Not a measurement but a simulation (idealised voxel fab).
process module | voxel trench capacitor
cross-section cut | 165 nm wide | cells 5 nm
A cross-section is a grid of square cells, given in bands from the top down. A band is one or more rows of cells.
Each band's line starts with the height of the band's top and of its bottom, in nm. Then come its materials from left to right, each with its width in nm. One material with "throughout" fills the band from edge to edge. "air" is empty space.
Height 0 is the level under which the wafer as received is all one material. The lowest band goes on downwards, as in "0 down".
A width such as "30 to 40" changes by the same amount from each row of cells to the next, from the band's top row to its bottom row.
"no change" after a step means that no cell of the cross-section changed.
closed voids: empty space of 8 cells or more with no open way to the top, each as width x height at its distance from the left edge, in nm
after a step's settings: what the simulator itself notes on the step
overlay nm, on a step with a mask: how far to the right of its planned place the mask lay; to the left if negative
plan
1 op RECEIVE | material Si
2 op CONFORMAL_DEP | material SiN | thk nm 10
3 op MASKED_ETCH | tone open | mask id TRENCH | width nm 30 | pitch nm 60 | etch materials SiN | depth nm 10 | overlay nm 0
4 op MASKED_ETCH | tone open | mask id TRENCH | width nm 30 | pitch nm 60 | etch materials Si | depth nm 35 | overlay nm 0
5 op CONFORMAL_DEP | material Al2O3 | thk nm 5
6 op CONFORMAL_DEP | material TiN | thk nm 5
7 op FILL_DEP | material W | thk nm 10
8 op CMP | height nm 10
as received, after step 1
  0 down: Si throughout
  closed voids: none
a wafer at the end: this start, this plan, one mistake
  10 to 0: SiN 35 | TiN 5 | Al2O3 5 | W 10 | Al2O3 5 | TiN 5 | SiN 30 | TiN 5 | Al2O3 5 | W 10 | Al2O3 5 | TiN 5 | SiN 40
  0 to -25: Si 35 | TiN 5 | Al2O3 5 | W 10 | Al2O3 5 | TiN 5 | Si 30 | TiN 5 | Al2O3 5 | W 10 | Al2O3 5 | TiN 5 | Si 40
  -25 to -30: Si 35 | TiN 5 | Al2O3 20 | TiN 5 | Si 30 | TiN 5 | Al2O3 20 | TiN 5 | Si 40
  -30 to -35: Si 35 | TiN 30 | Si 30 | TiN 30 | Si 40
  -35 down: Si throughout
  closed voids: none
what went wrong: steps 5 and 6 were swapped
